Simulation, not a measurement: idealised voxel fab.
The process module that follows is named voxel released beams.
Each square cell in cross-section cut measures 5 nm, and the section as a whole is 215 nm wide.
Square cells in a grid make up a cross-section in this document, and the grid is given as bands, listed from the top down, each one or more rows of cells.
Per band: top height and bottom height in nm, followed by the left-to-right materials and their widths in nm; "full width" marks a single material spanning edge to edge, "air" marks empty space.
The reference from which all heights are counted is 0, the level beneath which the as-received wafer is entirely one material; the lowest band, having no lower bound, proceeds downward and is written after the example "from 0 down".
Graded width ("30..40"): value in top row of band = first number; value in bottom row = second number; row-to-row change constant.
Step marked "stayed the same"? Then no cell in the cross-section changed in it.
Any empty space of 8 cells or more lacking an open way to the top shows up in "Enclosed void catalog" as width x height at distance, distance from the left edge, in nm.
If you see something after the settings on a step's line, that's the simulator's own remark about that step.
What "overlay nm" on a step's line means: if the step has a mask, that mask lay this far to the right of its planned place, or, when the value is negative, to the left.
These are the steps we planned for the process
- 1: op RECEIVE | material Si
- 2: op CONFORMAL_DEP | material SiN | thk nm 5
- 3: op DIRECTIONAL_DEP | material SiO2 | thk nm 15
- 4: op DIRECTIONAL_DEP | material aC | thk nm 15
- 5: op PATTERN | tone open | mask id ANCHOR | material resist | width nm 30 | thk nm 35 | overlay nm -15
- 6: op DIRECTIONAL_ETCH | etch materials aC | depth nm 15
- 7: op STRIP | etch materials resist
- 8: op DIRECTIONAL_ETCH | etch materials SiO2 | depth nm 15
- 9: op STRIP | etch materials aC
- 10: op CONFORMAL_DEP | material TiN | thk nm 10
- 11: op DIRECTIONAL_DEP | material aC | thk nm 10
- 12: op PATTERN | tone cover | mask id BEAM | material resist | width nm 105 | thk nm 30 | overlay nm 0
- 13: op DIRECTIONAL_ETCH | etch materials aC | depth nm 10
- 14: op STRIP | etch materials resist
- 15: op DIRECTIONAL_ETCH | etch materials TiN | depth nm 10
- 16: op STRIP | etch materials aC
- 17: op STRIP | etch materials SiO2
For clarity, it should be stated that the wafers under discussion commence in an identical condition and differ with respect to the overlay nm of step 5, the plan indicating the value that the first wafer had.
Cross-section, first of several wafers, as delivered after step 1
> from 0 down | Si full width
> Enclosed void catalog: none
Quick key for the table: a row per wafer, taken at the end of the module. For each material it tells you how many cells the wafer gained (+) or lost (-) since it came in, and the closed voids come after
overlay nm -15, +43 SiN, +54 TiN, Enclosed void catalog: none
overlay nm -10, +43 SiN, +54 TiN, Enclosed void catalog: none
overlay nm -5, +43 SiN, +54 TiN, Enclosed void catalog: none
overlay nm 0, +43 SiN, +54 TiN, Enclosed void catalog: none
overlay nm 5, +43 SiN, +54 TiN, Enclosed void catalog: none
overlay nm 10, +43 SiN, +54 TiN, Enclosed void catalog: none
overlay nm 15, +43 SiN, +54 TiN, Enclosed void catalog: none
